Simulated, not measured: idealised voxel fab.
The document below concerns the process module designated voxel ribs on slabs.
Section cut is 280 nm wide and gridded with 5 nm square cells.
Cross-section = grid of square cells, listed top down in bands; band = one or more rows.
Look at the band entry: it leads with the top's height and the bottom's height in nm. Then it lists the materials left to right, with a width in nm for each. The word "full width" on a single material says that material fills the band edge to edge. The word "blank" is empty space.
It should be noted that heights are counted from 0, beneath which the wafer as supplied is of one material throughout, and that the lowest band possesses no lower boundary but continues downward, as written in "0 nm and below".
The expression "30..40" gives the width at the extremes of the band, the first number at its top row of cells and the second at its bottom row, with the width changing by equal amounts from each row to the next in between.
Step note "stayed the same" = no cross-section cell changed.
"Entrapped void list" enumerates empty spaces isolated from the top, with no open way to it, that contain at least 8 cells, giving each as width x height at distance from the left edge, all three in nm.
Formally, on a step line, whatever follows the settings is a remark that the simulator itself makes on the step.
A step's line can hold "overlay nm"; with a mask on that step, the setting says how far right of the planned place the mask lay, while a negative setting says it lay to the left.

LISTED BELOW ARE THE PROCESS STEPS AS PLANNED
1 op RECEIVE | material Si
2 op DIRECTIONAL_DEP | material SiO2 | thk nm 25
3 op DIRECTIONAL_DEP | material SiN | thk nm 25
4 op DIRECTIONAL_DEP | material aC | thk nm 15
5 op PATTERN | tone cover | mask id RIB | material resist | width nm 30 | thk nm 35 | overlay nm 0
6 op DIRECTIONAL_ETCH | etch materials aC | depth nm 15
7 op STRIP | etch materials resist
8 op DIRECTIONAL_ETCH | etch materials SiN | depth nm 10
9 op STRIP | etch materials aC
10 op DIRECTIONAL_DEP | material aC | thk nm 10
11 op PATTERN | tone cover | mask id SLAB | material resist | width nm 90 | thk nm 25 | overlay nm 0
12 op DIRECTIONAL_ETCH | etch materials aC | depth nm 10
13 op STRIP | etch materials resist
14 op DIRECTIONAL_ETCH | etch materials SiN | depth nm 15
15 op STRIP | etch materials aC
16 op FILL_DEP | material SiO2 | thk nm 25
17 op CMP | height nm 65
18 op DIRECTIONAL_DEP | material TiN | thk nm 5
19 op DIRECTIONAL_DEP | material aC | thk nm 15
20 op PATTERN | tone cover | mask id HEATER | material resist | width nm 40 | thk nm 35 | overlay nm 0
21 op DIRECTIONAL_ETCH | etch materials aC | depth nm 15
22 op STRIP | etch materials resist
23 op DIRECTIONAL_ETCH | etch materials TiN | depth nm 5
24 op STRIP | etch materials aC
25 op CONFORMAL_DEP | material SiO2 | thk nm 10

THE CROSS-SECTION HERE SHOWS THE WAFER AS RECEIVED, I.E. IN ITS STATE AFTER STEP 1
    0 nm and below  Si full width
    Entrapped void list: none

LOOK AT THE CROSS-SECTION AFTER THE MODULE: THE WAFER STARTED OUT THE WAY SHOWN ABOVE AND THE PLAN WAS THE ONE SHOWN ABOVE, YET ONE MISTAKE WAS MADE ALONG THE WAY
    80 nm to 75 nm  blank: 110 | SiO2: 60 | blank: 110
    75 nm to 70 nm  SiO2 full width
    70 nm to 65 nm  SiO2: 120 | TiN: 40 | SiO2: 120
    65 nm to 25 nm  SiO2 full width
    25 nm to 0 nm  SiN full width
    0 nm and below  Si full width
    Entrapped void list: none
What was done differently from what was planned? order of steps 2 and 3 inverted relative to the plan
